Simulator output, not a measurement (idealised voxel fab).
Presented below is a process module, voxel air gaps.
Shown is cross-section cut, with a width of 285 nm and square cells of size 5 nm.
Reading order for cross-sections: top band down to bottom band. Underlying form: a grid of square cells. Band size: one or more rows of cells.
Heights first: top, then bottom, in nm. Then materials, left to right, each with a width in nm. "edge to edge" on a single material: fills the band edge to edge. "blank": empty space.
Where do heights start? At 0: under that level the wafer as delivered is made of one material only. And the lowest band has no floor; it just carries on downward, as in "0 nm and below".
Quick explanation for "30 to 40": the width changes in equal steps down the rows of cells, from the first number in the band's top row to the second number in its bottom row.
Where a step carries "nothing changed", the cross-section came out of it unchanged, cell for cell.
If an empty space has no open way to the top and is at least 8 cells in size, "Completely sealed voids" lists it, written width x height at distance, where distance is measured from the left edge and every value is in nm.
Anything after a step's settings on that line? It's the simulator's own note about the step.
Each step line may optionally specify "overlay nm", which for a step with a mask gives the rightward distance between the mask's planned place and where it lay, a negative value indicating the leftward direction.
How should the pairs below be read? Each gives the cross-section before one process step and the cross-section after it, the latter drawn only to the lowest band that changed; the step that lies between them, with its settings, appears under the pair. Does a pair pick up where the pair above left off? Only where its entry headed "Cross-section, before" says so, since pairs can come from different runs of this module on the same starting wafer.

### Cross-section, before
> 0 nm and below: Si edge to edge
> Completely sealed voids: none

### Post-Process View
> 15 nm to 0 nm: SiO2 edge to edge
> Beneath the level 0, the cross-section is identical to its previous state.
> Completely sealed voids: none
Between before and after above, the operation and settings are CONFORMAL_DEP (material SiO2; thk nm 15)

Cross-section, before: For the state before this step, see the after cross-section of the pair located directly above.

### Post-Process View
> 20 nm to 15 nm: SiN edge to edge
> Beneath the level 15, the cross-section is identical to its previous state.
> Completely sealed voids: none
Between before and after above, the operation and settings are CONFORMAL_DEP (material SiN; thk nm 5)

Cross-section, before: For the state before this step, see the after cross-section of the pair located directly above.

### Post-Process View
> 50 nm to 20 nm: lowk edge to edge
> Beneath the level 20, the cross-section is identical to its previous state.
> Completely sealed voids: none
Between before and after above, the operation and settings are DIRECTIONAL_DEP (material lowk; thk nm 30)

Cross-section, before: For the state before this step, see the after cross-section of the pair located directly above.

### Post-Process View
> 50 nm to 20 nm: lowk (55), blank (20), lowk (30), blank (20), lowk (30), blank (20), lowk (30), blank (20), lowk (60)
> Beneath the level 20, the cross-section is identical to its previous state.
> Completely sealed voids: none
Between before and after above, the operation and settings are MASKED_ETCH (tone open; mask id LINES; width nm 20; pitch nm 50; etch materials lowk; depth nm 30; overlay nm 0)

Cross-section, before: For the state before this step, see the after cross-section of the pair located directly above.

### Post-Process View
> 55 nm to 50 nm: TiN (60), blank (10), TiN (40), blank (10), TiN (40), blank (10), TiN (40), blank (10), TiN (65)
> 50 nm to 25 nm: lowk (55), TiN (5), blank (10), TiN (5), lowk (30), TiN (5), blank (10), TiN (5), lowk (30), TiN (5), blank (10), TiN (5), lowk (30), TiN (5), blank (10), TiN (5), lowk (60)
> 25 nm to 20 nm: lowk (55), TiN (20), lowk (30), TiN (20), lowk (30), TiN (20), lowk (30), TiN (20), lowk (60)
> Beneath the level 20, the cross-section is identical to its previous state.
> Completely sealed voids: none
Between before and after above, the operation and settings are CONFORMAL_DEP (material TiN; thk nm 5)

Cross-section, before: For the state before this step, see the after cross-section of the pair located directly above.

### Post-Process View
> 65 nm to 55 nm: Cu edge to edge
> 55 nm to 50 nm: TiN (60), Cu (10), TiN (40), Cu (10), TiN (40), Cu (10), TiN (40), Cu (10), TiN (65)
> 50 nm to 25 nm: lowk (55), TiN (5), Cu (10), TiN (5), lowk (30), TiN (5), Cu (10), TiN (5), lowk (30), TiN (5), Cu (10), TiN (5), lowk (30), TiN (5), Cu (10), TiN (5), lowk (60)
> Beneath the level 25, the cross-section is identical to its previous state.
> Completely sealed voids: none
Between before and after above, the operation and settings are FILL_DEP (material Cu; thk nm 10)

Cross-section, before: For the state before this step, see the after cross-section of the pair located directly above.

### Post-Process View
> 50 nm to 25 nm: lowk (55), TiN (5), Cu (10), TiN (5), lowk (30), TiN (5), Cu (10), TiN (5), lowk (30), TiN (5), Cu (10), TiN (5), lowk (30), TiN (5), Cu (10), TiN (5), lowk (60)
> Beneath the level 25, the cross-section is identical to its previous state.
> Completely sealed voids: none
Between before and after above, the operation and settings are CMP (height nm 50)

Cross-section, before: For the state before this step, see the after cross-section of the pair located directly above.

### Post-Process View
> 60 nm to 50 nm: blank (45), Ru (40), blank (10), Ru (40), blank (10), Ru (40), blank (10), Ru (40), blank (50)
> Beneath the level 50, the cross-section is identical to its previous state.
> Completely sealed voids: none
Between before and after above, the operation and settings are EPI (material Ru; thk nm 10)

Cross-section, before: For the state before this step, see the after cross-section of the pair located directly above.

### Post-Process View
> 60 nm to 50 nm: blank (45), Ru (40), blank (10), Ru (40), blank (10), Ru (40), blank (10), Ru (40), blank (50)
> 50 nm to 25 nm: blank (55), TiN (5), Cu (10), TiN (5), blank (30), TiN (5), Cu (10), TiN (5), blank (30), TiN (5), Cu (10), TiN (5), blank (30), TiN (5), Cu (10), TiN (5), blank (60)
> 25 nm to 20 nm: blank (55), TiN (20), blank (30), TiN (20), blank (30), TiN (20), blank (30), TiN (20), blank (60)
> Beneath the level 20, the cross-section is identical to its previous state.
> Completely sealed voids: none
Between before and after above, the operation and settings are SELECTIVE_ETCH (etch materials lowk; depth nm 40)

Cross-section, before: For the state before this step, see the after cross-section of the pair located directly above.

### Post-Process View
> 65 nm to 60 nm: blank (40), SiCN (200), blank (45)
> 60 nm to 50 nm: blank (40), SiCN (5), Ru (40), SiCN (10), Ru (40), SiCN (10), Ru (40), SiCN (10), Ru (40), SiCN (5), blank (45)
> 50 nm to 45 nm: blank (40), SiCN (15), TiN (5), Cu (10), TiN (5), SiCN (30), TiN (5), Cu (10), TiN (5), SiCN (30), TiN (5), Cu (10), TiN (5), SiCN (30), TiN (5), Cu (10), TiN (5), SiCN (15), blank (45)
> 45 nm to 25 nm: blank (50), SiCN (5), TiN (5), Cu (10), TiN (5), SiCN (5), blank (20), SiCN (5), TiN (5), Cu (10), TiN (5), SiCN (5), blank (20), SiCN (5), TiN (5), Cu (10), TiN (5), SiCN (5), blank (20), SiCN (5), TiN (5), Cu (10), TiN (5), SiCN (5), blank (55)
> 25 nm to 20 nm: SiCN (55), TiN (20), SiCN (30), TiN (20), SiCN (30), TiN (20), SiCN (30), TiN (20), SiCN (60)
> Beneath the level 20, the cross-section is identical to its previous state.
> Completely sealed voids: 20 x 20 at 80; 20 x 20 at 130; 20 x 20 at 180
Between before and after above, the operation and settings are CONFORMAL_DEP (material SiCN; thk nm 5)

### Cross-section, before
> 65 nm to 55 nm: Cu edge to edge
> 55 nm to 50 nm: TiN (60), Cu (10), TiN (40), Cu (10), TiN (40), Cu (10), TiN (40), Cu (10), TiN (65)
> 50 nm to 25 nm: lowk (55), TiN (5), Cu (10), TiN (5), lowk (30), TiN (5), Cu (10), TiN (5), lowk (30), TiN (5), Cu (10), TiN (5), lowk (30), TiN (5), Cu (10), TiN (5), lowk (60)
> 25 nm to 20 nm: lowk (55), TiN (20), lowk (30), TiN (20), lowk (30), TiN (20), lowk (30), TiN (20), lowk (60)
> 20 nm to 15 nm: SiN edge to edge
> 15 nm to 0 nm: SiO2 edge to edge
> 0 nm and below: Si edge to edge
> Completely sealed voids: none

### Post-Process View
> 75 nm to 65 nm: Ru edge to edge
> Beneath the level 65, the cross-section is identical to its previous state.
> Completely sealed voids: none
Between before and after above, the operation and settings are EPI (material Ru; thk nm 10)

Cross-section, before: For the state before this step, see the after cross-section of the pair located directly above.

### Post-Process View
> 80 nm to 75 nm: SiCN edge to edge
> Beneath the level 75, the cross-section is identical to its previous state.
> Completely sealed voids: none
Between before and after above, the operation and settings are CONFORMAL_DEP (material SiCN; thk nm 5)

### Cross-section, before
> 60 nm to 50 nm: blank (45), Ru (40), blank (10), Ru (40), blank (10), Ru (40), blank (10), Ru (40), blank (50)
> 50 nm to 25 nm: lowk (55), TiN (5), Cu (10), TiN (5), lowk (30), TiN (5), Cu (10), TiN (5), lowk (30), TiN (5), Cu (10), TiN (5), lowk (30), TiN (5), Cu (10), TiN (5), lowk (60)
> 25 nm to 20 nm: lowk (55), TiN (20), lowk (30), TiN (20), lowk (30), TiN (20), lowk (30), TiN (20), lowk (60)
> 20 nm to 15 nm: SiN edge to edge
> 15 nm to 0 nm: SiO2 edge to edge
> 0 nm and below: Si edge to edge
> Completely sealed voids: none

### Post-Process View
> 70 nm to 50 nm: blank (35), Ru (210), blank (40)
> Beneath the level 50, the cross-section is identical to its previous state.
> Completely sealed voids: none
Between before and after above, the operation and settings are EPI (material Ru; thk nm 10)

Cross-section, before: For the state before this step, see the after cross-section of the pair located directly above.

### Post-Process View
> 70 nm to 50 nm: blank (35), Ru (210), blank (40)
> 50 nm to 25 nm: blank (55), TiN (5), Cu (10), TiN (5), lowk (30), TiN (5), Cu (10), TiN (5), lowk (30), TiN (5), Cu (10), TiN (5), lowk (30), TiN (5), Cu (10), TiN (5), blank (60)
> 25 nm to 20 nm: blank (55), TiN (20), lowk (30), TiN (20), lowk (30), TiN (20), lowk (30), TiN (20), blank (60)
> Beneath the level 20, the cross-section is identical to its previous state.
> Completely sealed voids: none
Between before and after above, the operation and settings are SELECTIVE_ETCH (etch materials lowk; depth nm 40)

Cross-section, before: For the state before this step, see the after cross-section of the pair located directly above.

### Post-Process View
> 75 nm to 70 nm: blank (30), SiCN (220), blank (35)
> 70 nm to 50 nm: blank (30), SiCN (5), Ru (210), SiCN (5), blank (35)
> 50 nm to 45 nm: blank (30), SiCN (25), TiN (5), Cu (10), TiN (5), lowk (30), TiN (5), Cu (10), TiN (5), lowk (30), TiN (5), Cu (10), TiN (5), lowk (30), TiN (5), Cu (10), TiN (5), SiCN (25), blank (35)
> 45 nm to 25 nm: blank (50), SiCN (5), TiN (5), Cu (10), TiN (5), lowk (30), TiN (5), Cu (10), TiN (5), lowk (30), TiN (5), Cu (10), TiN (5), lowk (30), TiN (5), Cu (10), TiN (5), SiCN (5), blank (55)
> 25 nm to 20 nm: SiCN (55), TiN (20), lowk (30), TiN (20), lowk (30), TiN (20), lowk (30), TiN (20), SiCN (60)
> Beneath the level 20, the cross-section is identical to its previous state.
> Completely sealed voids: none
Between before and after above, the operation and settings are CONFORMAL_DEP (material SiCN; thk nm 5)

### Cross-section, before
> 0 nm and below: Si edge to edge
> Completely sealed voids: none

### Post-Process View
> 5 nm to 0 nm: SiN edge to edge
> Beneath the level 0, the cross-section is identical to its previous state.
> Completely sealed voids: none
Between before and after above, the operation and settings are CONFORMAL_DEP (material SiN; thk nm 5)

Cross-section, before: For the state before this step, see the after cross-section of the pair located directly above.

### Post-Process View
> 20 nm to 5 nm: SiO2 edge to edge
> Beneath the level 5, the cross-section is identical to its previous state.
> Completely sealed voids: none
Between before and after above, the operation and settings are CONFORMAL_DEP (material SiO2; thk nm 15)

Cross-section, before: For the state before this step, see the after cross-section of the pair located directly above.

### Post-Process View
> 50 nm to 20 nm: lowk edge to edge
> Beneath the level 20, the cross-section is identical to its previous state.
> Completely sealed voids: none
Between before and after above, the operation and settings are DIRECTIONAL_DEP (material lowk; thk nm 30)

Cross-section, before: For the state before this step, see the after cross-section of the pair located directly above.

### Post-Process View
> 50 nm to 20 nm: lowk (55), blank (20), lowk (30), blank (20), lowk (30), blank (20), lowk (30), blank (20), lowk (60)
> Beneath the level 20, the cross-section is identical to its previous state.
> Completely sealed voids: none
Between before and after above, the operation and settings are MASKED_ETCH (tone open; mask id LINES; width nm 20; pitch nm 50; etch materials lowk; depth nm 30; overlay nm 0)

Cross-section, before: For the state before this step, see the after cross-section of the pair located directly above.

### Post-Process View
> 55 nm to 50 nm: TiN (60), blank (10), TiN (40), blank (10), TiN (40), blank (10), TiN (40), blank (10), TiN (65)
> 50 nm to 25 nm: lowk (55), TiN (5), blank (10), TiN (5), lowk (30), TiN (5), blank (10), TiN (5), lowk (30), TiN (5), blank (10), TiN (5), lowk (30), TiN (5), blank (10), TiN (5), lowk (60)
> 25 nm to 20 nm: lowk (55), TiN (20), lowk (30), TiN (20), lowk (30), TiN (20), lowk (30), TiN (20), lowk (60)
> Beneath the level 20, the cross-section is identical to its previous state.
> Completely sealed voids: none
Between before and after above, the operation and settings are CONFORMAL_DEP (material TiN; thk nm 5)

Cross-section, before: For the state before this step, see the after cross-section of the pair located directly above.

### Post-Process View
> 65 nm to 55 nm: Cu edge to edge
> 55 nm to 50 nm: TiN (60), Cu (10), TiN (40), Cu (10), TiN (40), Cu (10), TiN (40), Cu (10), TiN (65)
> 50 nm to 25 nm: lowk (55), TiN (5), Cu (10), TiN (5), lowk (30), TiN (5), Cu (10), TiN (5), lowk (30), TiN (5), Cu (10), TiN (5), lowk (30), TiN (5), Cu (10), TiN (5), lowk (60)
> Beneath the level 25, the cross-section is identical to its previous state.
> Completely sealed voids: none
Between before and after above, the operation and settings are FILL_DEP (material Cu; thk nm 10)

Cross-section, before: For the state before this step, see the after cross-section of the pair located directly above.

### Post-Process View
> 50 nm to 25 nm: lowk (55), TiN (5), Cu (10), TiN (5), lowk (30), TiN (5), Cu (10), TiN (5), lowk (30), TiN (5), Cu (10), TiN (5), lowk (30), TiN (5), Cu (10), TiN (5), lowk (60)
> Beneath the level 25, the cross-section is identical to its previous state.
> Completely sealed voids: none
Between before and after above, the operation and settings are CMP (height nm 50)

Cross-section, before: For the state before this step, see the after cross-section of the pair located directly above.

### Post-Process View
> 60 nm to 50 nm: blank (45), Ru (40), blank (10), Ru (40), blank (10), Ru (40), blank (10), Ru (40), blank (50)
> Beneath the level 50, the cross-section is identical to its previous state.
> Completely sealed voids: none
Between before and after above, the operation and settings are EPI (material Ru; thk nm 10)

Cross-section, before: For the state before this step, see the after cross-section of the pair located directly above.

### Post-Process View
> 60 nm to 50 nm: blank (45), Ru (40), blank (10), Ru (40), blank (10), Ru (40), blank (10), Ru (40), blank (50)
> 50 nm to 25 nm: blank (55), TiN (5), Cu (10), TiN (5), blank (30), TiN (5), Cu (10), TiN (5), blank (30), TiN (5), Cu (10), TiN (5), blank (30), TiN (5), Cu (10), TiN (5), blank (60)
> 25 nm to 20 nm: blank (55), TiN (20), blank (30), TiN (20), blank (30), TiN (20), blank (30), TiN (20), blank (60)
> Beneath the level 20, the cross-section is identical to its previous state.
> Completely sealed voids: none
Between before and after above, the operation and settings are SELECTIVE_ETCH (etch materials lowk; depth nm 40)

Cross-section, before: For the state before this step, see the after cross-section of the pair located directly above.

### Post-Process View
> 65 nm to 60 nm: blank (40), SiCN (200), blank (45)
> 60 nm to 50 nm: blank (40), SiCN (5), Ru (40), SiCN (10), Ru (40), SiCN (10), Ru (40), SiCN (10), Ru (40), SiCN (5), blank (45)
> 50 nm to 45 nm: blank (40), SiCN (15), TiN (5), Cu (10), TiN (5), SiCN (30), TiN (5), Cu (10), TiN (5), SiCN (30), TiN (5), Cu (10), TiN (5), SiCN (30), TiN (5), Cu (10), TiN (5), SiCN (15), blank (45)
> 45 nm to 25 nm: blank (50), SiCN (5), TiN (5), Cu (10), TiN (5), SiCN (5), blank (20), SiCN (5), TiN (5), Cu (10), TiN (5), SiCN (5), blank (20), SiCN (5), TiN (5), Cu (10), TiN (5), SiCN (5), blank (20), SiCN (5), TiN (5), Cu (10), TiN (5), SiCN (5), blank (55)
> 25 nm to 20 nm: SiCN (55), TiN (20), SiCN (30), TiN (20), SiCN (30), TiN (20), SiCN (30), TiN (20), SiCN (60)
> Beneath the level 20, the cross-section is identical to its previous state.
> Completely sealed voids: 20 x 20 at 80; 20 x 20 at 130; 20 x 20 at 180
Between before and after above, the operation and settings are CONFORMAL_DEP (material SiCN; thk nm 5)

### Cross-section, before
> 0 nm and below: Si edge to edge
> Completely sealed voids: none

### Post-Process View
> 20 nm to 0 nm: SiO2 edge to edge
> Beneath the level 0, the cross-section is identical to its previous state.
> Completely sealed voids: none
Between before and after above, the operation and settings are CONFORMAL_DEP (material SiO2; thk nm 20)

Cross-section, before: For the state before this step, see the after cross-section of the pair located directly above.

### Post-Process View
> 25 nm to 20 nm: SiN edge to edge
> Beneath the level 20, the cross-section is identical to its previous state.
> Completely sealed voids: none
Between before and after above, the operation and settings are CONFORMAL_DEP (material SiN; thk nm 5)

Cross-section, before: For the state before this step, see the after cross-section of the pair located directly above.

### Post-Process View
> 55 nm to 25 nm: lowk edge to edge
> Beneath the level 25, the cross-section is identical to its previous state.
> Completely sealed voids: none
Between before and after above, the operation and settings are DIRECTIONAL_DEP (material lowk; thk nm 30)

Cross-section, before: For the state before this step, see the after cross-section of the pair located directly above.

### Post-Process View
> 55 nm to 25 nm: lowk (55), blank (20), lowk (30), blank (20), lowk (30), blank (20), lowk (30), blank (20), lowk (60)
> Beneath the level 25, the cross-section is identical to its previous state.
> Completely sealed voids: none
Between before and after above, the operation and settings are MASKED_ETCH (tone open; mask id LINES; width nm 20; pitch nm 50; etch materials lowk; depth nm 30; overlay nm 0)

Cross-section, before: For the state before this step, see the after cross-section of the pair located directly above.

### Post-Process View
> 60 nm to 55 nm: TiN (60), blank (10), TiN (40), blank (10), TiN (40), blank (10), TiN (40), blank (10), TiN (65)
> 55 nm to 30 nm: lowk (55), TiN (5), blank (10), TiN (5), lowk (30), TiN (5), blank (10), TiN (5), lowk (30), TiN (5), blank (10), TiN (5), lowk (30), TiN (5), blank (10), TiN (5), lowk (60)
> 30 nm to 25 nm: lowk (55), TiN (20), lowk (30), TiN (20), lowk (30), TiN (20), lowk (30), TiN (20), lowk (60)
> Beneath the level 25, the cross-section is identical to its previous state.
> Completely sealed voids: none
Between before and after above, the operation and settings are CONFORMAL_DEP (material TiN; thk nm 5)

Cross-section, before: For the state before this step, see the after cross-section of the pair located directly above.

### Post-Process View
> 70 nm to 60 nm: Cu edge to edge
> 60 nm to 55 nm: TiN (60), Cu (10), TiN (40), Cu (10), TiN (40), Cu (10), TiN (40), Cu (10), TiN (65)
> 55 nm to 30 nm: lowk (55), TiN (5), Cu (10), TiN (5), lowk (30), TiN (5), Cu (10), TiN (5), lowk (30), TiN (5), Cu (10), TiN (5), lowk (30), TiN (5), Cu (10), TiN (5), lowk (60)
> Beneath the level 30, the cross-section is identical to its previous state.
> Completely sealed voids: none
Between before and after above, the operation and settings are FILL_DEP (material Cu; thk nm 10)

Cross-section, before: For the state before this step, see the after cross-section of the pair located directly above.

### Post-Process View
> 50 nm to 30 nm: lowk (55), TiN (5), Cu (10), TiN (5), lowk (30), TiN (5), Cu (10), TiN (5), lowk (30), TiN (5), Cu (10), TiN (5), lowk (30), TiN (5), Cu (10), TiN (5), lowk (60)
> Beneath the level 30, the cross-section is identical to its previous state.
> Completely sealed voids: none
Between before and after above, the operation and settings are CMP (height nm 50)

Cross-section, before: For the state before this step, see the after cross-section of the pair located directly above.

### Post-Process View
> 60 nm to 50 nm: blank (45), Ru (40), blank (10), Ru (40), blank (10), Ru (40), blank (10), Ru (40), blank (50)
> Beneath the level 50, the cross-section is identical to its previous state.
> Completely sealed voids: none
Between before and after above, the operation and settings are EPI (material Ru; thk nm 10)

Cross-section, before: For the state before this step, see the after cross-section of the pair located directly above.

### Post-Process View
> 60 nm to 50 nm: blank (45), Ru (40), blank (10), Ru (40), blank (10), Ru (40), blank (10), Ru (40), blank (50)
> 50 nm to 30 nm: blank (55), TiN (5), Cu (10), TiN (5), blank (30), TiN (5), Cu (10), TiN (5), blank (30), TiN (5), Cu (10), TiN (5), blank (30), TiN (5), Cu (10), TiN (5), blank (60)
> 30 nm to 25 nm: blank (55), TiN (20), blank (30), TiN (20), blank (30), TiN (20), blank (30), TiN (20), blank (60)
> Beneath the level 25, the cross-section is identical to its previous state.
> Completely sealed voids: none
Between before and after above, the operation and settings are SELECTIVE_ETCH (etch materials lowk; depth nm 40)

Cross-section, before: For the state before this step, see the after cross-section of the pair located directly above.

### Post-Process View
> 65 nm to 60 nm: blank (40), SiCN (200), blank (45)
> 60 nm to 50 nm: blank (40), SiCN (5), Ru (40), SiCN (10), Ru (40), SiCN (10), Ru (40), SiCN (10), Ru (40), SiCN (5), blank (45)
> 50 nm to 45 nm: blank (40), SiCN (15), TiN (5), Cu (10), TiN (5), SiCN (30), TiN (5), Cu (10), TiN (5), SiCN (30), TiN (5), Cu (10), TiN (5), SiCN (30), TiN (5), Cu (10), TiN (5), SiCN (15), blank (45)
> 45 nm to 30 nm: blank (50), SiCN (5), TiN (5), Cu (10), TiN (5), SiCN (5), blank (20), SiCN (5), TiN (5), Cu (10), TiN (5), SiCN (5), blank (20), SiCN (5), TiN (5), Cu (10), TiN (5), SiCN (5), blank (20), SiCN (5), TiN (5), Cu (10), TiN (5), SiCN (5), blank (55)
> 30 nm to 25 nm: SiCN (55), TiN (20), SiCN (30), TiN (20), SiCN (30), TiN (20), SiCN (30), TiN (20), SiCN (60)
> Beneath the level 25, the cross-section is identical to its previous state.
> Completely sealed voids: 20 x 15 at 80; 20 x 15 at 130; 20 x 15 at 180
Between before and after above, the operation and settings are CONFORMAL_DEP (material SiCN; thk nm 5)

### Cross-section, before
> 50 nm to 20 nm: lowk edge to edge
> 20 nm to 15 nm: SiN edge to edge
> 15 nm to 0 nm: SiO2 edge to edge
> 0 nm and below: Si edge to edge
> Completely sealed voids: none

### Post-Process View
> 50 nm to 20 nm: lowk (60), blank (15), lowk (35), blank (15), lowk (35), blank (15), lowk (35), blank (15), lowk (60)
> Beneath the level 20, the cross-section is identical to its previous state.
> Completely sealed voids: none
Between before and after above, the operation and settings are MASKED_ETCH (tone open; mask id LINES; width nm 15; pitch nm 50; etch materials lowk; depth nm 30; overlay nm 0)

Cross-section, before: For the state before this step, see the after cross-section of the pair located directly above.

### Post-Process View
> 55 nm to 50 nm: TiN (65), blank (5), TiN (45), blank (5), TiN (45), blank (5), TiN (45), blank (5), TiN (65)
> 50 nm to 25 nm: lowk (60), TiN (5), blank (5), TiN (5), lowk (35), TiN (5), blank (5), TiN (5), lowk (35), TiN (5), blank (5), TiN (5), lowk (35), TiN (5), blank (5), TiN (5), lowk (60)
> 25 nm to 20 nm: lowk (60), TiN (15), lowk (35), TiN (15), lowk (35), TiN (15), lowk (35), TiN (15), lowk (60)
> Beneath the level 20, the cross-section is identical to its previous state.
> Completely sealed voids: none
Between before and after above, the operation and settings are CONFORMAL_DEP (material TiN; thk nm 5)

Cross-section, before: For the state before this step, see the after cross-section of the pair located directly above.

### Post-Process View
> 65 nm to 55 nm: Cu edge to edge
> 55 nm to 50 nm: TiN (65), Cu (5), TiN (45), Cu (5), TiN (45), Cu (5), TiN (45), Cu (5), TiN (65)
> 50 nm to 25 nm: lowk (60), TiN (5), Cu (5), TiN (5), lowk (35), TiN (5), Cu (5), TiN (5), lowk (35), TiN (5), Cu (5), TiN (5), lowk (35), TiN (5), Cu (5), TiN (5), lowk (60)
> Beneath the level 25, the cross-section is identical to its previous state.
> Completely sealed voids: none
Between before and after above, the operation and settings are FILL_DEP (material Cu; thk nm 10)

Cross-section, before: For the state before this step, see the after cross-section of the pair located directly above.

### Post-Process View
> 50 nm to 25 nm: lowk (60), TiN (5), Cu (5), TiN (5), lowk (35), TiN (5), Cu (5), TiN (5), lowk (35), TiN (5), Cu (5), TiN (5), lowk (35), TiN (5), Cu (5), TiN (5), lowk (60)
> Beneath the level 25, the cross-section is identical to its previous state.
> Completely sealed voids: none
Between before and after above, the operation and settings are CMP (height nm 50)

Cross-section, before: For the state before this step, see the after cross-section of the pair located directly above.

### Post-Process View
> 60 nm to 50 nm: blank (50), Ru (35), blank (15), Ru (35), blank (15), Ru (35), blank (15), Ru (35), blank (50)
> Beneath the level 50, the cross-section is identical to its previous state.
> Completely sealed voids: none
Between before and after above, the operation and settings are EPI (material Ru; thk nm 10)

Cross-section, before: For the state before this step, see the after cross-section of the pair located directly above.

### Post-Process View
> 60 nm to 50 nm: blank (50), Ru (35), blank (15), Ru (35), blank (15), Ru (35), blank (15), Ru (35), blank (50)
> 50 nm to 25 nm: blank (60), TiN (5), Cu (5), TiN (5), blank (35), TiN (5), Cu (5), TiN (5), blank (35), TiN (5), Cu (5), TiN (5), blank (35), TiN (5), Cu (5), TiN (5), blank (60)
> 25 nm to 20 nm: blank (60), TiN (15), blank (35), TiN (15), blank (35), TiN (15), blank (35), TiN (15), blank (60)
> Beneath the level 20, the cross-section is identical to its previous state.
> Completely sealed voids: none
Between before and after above, the operation and settings are SELECTIVE_ETCH (etch materials lowk; depth nm 40)

Cross-section, before: For the state before this step, see the after cross-section of the pair located directly above.

### Post-Process View
> 65 nm to 60 nm: blank (45), SiCN (45), blank (5), SiCN (45), blank (5), SiCN (45), blank (5), SiCN (45), blank (45)
> 60 nm to 50 nm: blank (45), SiCN (5), Ru (35), SiCN (5), blank (5), SiCN (5), Ru (35), SiCN (5), blank (5), SiCN (5), Ru (35), SiCN (5), blank (5), SiCN (5), Ru (35), SiCN (5), blank (45)
> 50 nm to 45 nm: blank (45), SiCN (15), TiN (5), Cu (5), TiN (5), SiCN (15), blank (5), SiCN (15), TiN (5), Cu (5), TiN (5), SiCN (15), blank (5), SiCN (15), TiN (5), Cu (5), TiN (5), SiCN (15), blank (5), SiCN (15), TiN (5), Cu (5), TiN (5), SiCN (15), blank (45)
> 45 nm to 25 nm: blank (55), SiCN (5), TiN (5), Cu (5), TiN (5), SiCN (5), blank (25), SiCN (5), TiN (5), Cu (5), TiN (5), SiCN (5), blank (25), SiCN (5), TiN (5), Cu (5), TiN (5), SiCN (5), blank (25), SiCN (5), TiN (5), Cu (5), TiN (5), SiCN (5), blank (55)
> 25 nm to 20 nm: SiCN (60), TiN (15), SiCN (35), TiN (15), SiCN (35), TiN (15), SiCN (35), TiN (15), SiCN (60)
> Beneath the level 20, the cross-section is identical to its previous state.
> Completely sealed voids: none
Between before and after above, the operation and settings are CONFORMAL_DEP (material SiCN; thk nm 5)

### Cross-section, before
> 50 nm to 20 nm: lowk edge to edge
> 20 nm to 15 nm: SiN edge to edge
> 15 nm to 0 nm: SiO2 edge to edge
> 0 nm and below: Si edge to edge
> Completely sealed voids: none

### Post-Process View
> 50 nm to 20 nm: lowk (65), blank (20), lowk (30), blank (20), lowk (30), blank (20), lowk (30), blank (20), lowk (50)
> Beneath the level 20, the cross-section is identical to its previous state.
> Completely sealed voids: none
Between before and after above, the operation and settings are MASKED_ETCH (tone open; mask id LINES; width nm 20; pitch nm 50; etch materials lowk; depth nm 30; overlay nm 10)

Cross-section, before: For the state before this step, see the after cross-section of the pair located directly above.

### Post-Process View
> 55 nm to 50 nm: TiN (70), blank (10), TiN (40), blank (10), TiN (40), blank (10), TiN (40), blank (10), TiN (55)
> 50 nm to 25 nm: lowk (65), TiN (5), blank (10), TiN (5), lowk (30), TiN (5), blank (10), TiN (5), lowk (30), TiN (5), blank (10), TiN (5), lowk (30), TiN (5), blank (10), TiN (5), lowk (50)
> 25 nm to 20 nm: lowk (65), TiN (20), lowk (30), TiN (20), lowk (30), TiN (20), lowk (30), TiN (20), lowk (50)
> Beneath the level 20, the cross-section is identical to its previous state.
> Completely sealed voids: none
Between before and after above, the operation and settings are CONFORMAL_DEP (material TiN; thk nm 5)

Cross-section, before: For the state before this step, see the after cross-section of the pair located directly above.

### Post-Process View
> 65 nm to 55 nm: Cu edge to edge
> 55 nm to 50 nm: TiN (70), Cu (10), TiN (40), Cu (10), TiN (40), Cu (10), TiN (40), Cu (10), TiN (55)
> 50 nm to 25 nm: lowk (65), TiN (5), Cu (10), TiN (5), lowk (30), TiN (5), Cu (10), TiN (5), lowk (30), TiN (5), Cu (10), TiN (5), lowk (30), TiN (5), Cu (10), TiN (5), lowk (50)
> Beneath the level 25, the cross-section is identical to its previous state.
> Completely sealed voids: none
Between before and after above, the operation and settings are FILL_DEP (material Cu; thk nm 10)

Cross-section, before: For the state before this step, see the after cross-section of the pair located directly above.

### Post-Process View
> 50 nm to 25 nm: lowk (65), TiN (5), Cu (10), TiN (5), lowk (30), TiN (5), Cu (10), TiN (5), lowk (30), TiN (5), Cu (10), TiN (5), lowk (30), TiN (5), Cu (10), TiN (5), lowk (50)
> Beneath the level 25, the cross-section is identical to its previous state.
> Completely sealed voids: none
Between before and after above, the operation and settings are CMP (height nm 50)

Cross-section, before: For the state before this step, see the after cross-section of the pair located directly above.

### Post-Process View
> 60 nm to 50 nm: blank (55), Ru (40), blank (10), Ru (40), blank (10), Ru (40), blank (10), Ru (40), blank (40)
> Beneath the level 50, the cross-section is identical to its previous state.
> Completely sealed voids: none
Between before and after above, the operation and settings are EPI (material Ru; thk nm 10)

Cross-section, before: For the state before this step, see the after cross-section of the pair located directly above.

### Post-Process View
> 60 nm to 50 nm: blank (55), Ru (40), blank (10), Ru (40), blank (10), Ru (40), blank (10), Ru (40), blank (40)
> 50 nm to 25 nm: blank (65), TiN (5), Cu (10), TiN (5), blank (30), TiN (5), Cu (10), TiN (5), blank (30), TiN (5), Cu (10), TiN (5), blank (30), TiN (5), Cu (10), TiN (5), blank (50)
> 25 nm to 20 nm: blank (65), TiN (20), blank (30), TiN (20), blank (30), TiN (20), blank (30), TiN (20), blank (50)
> Beneath the level 20, the cross-section is identical to its previous state.
> Completely sealed voids: none
Between before and after above, the operation and settings are SELECTIVE_ETCH (etch materials lowk; depth nm 40)
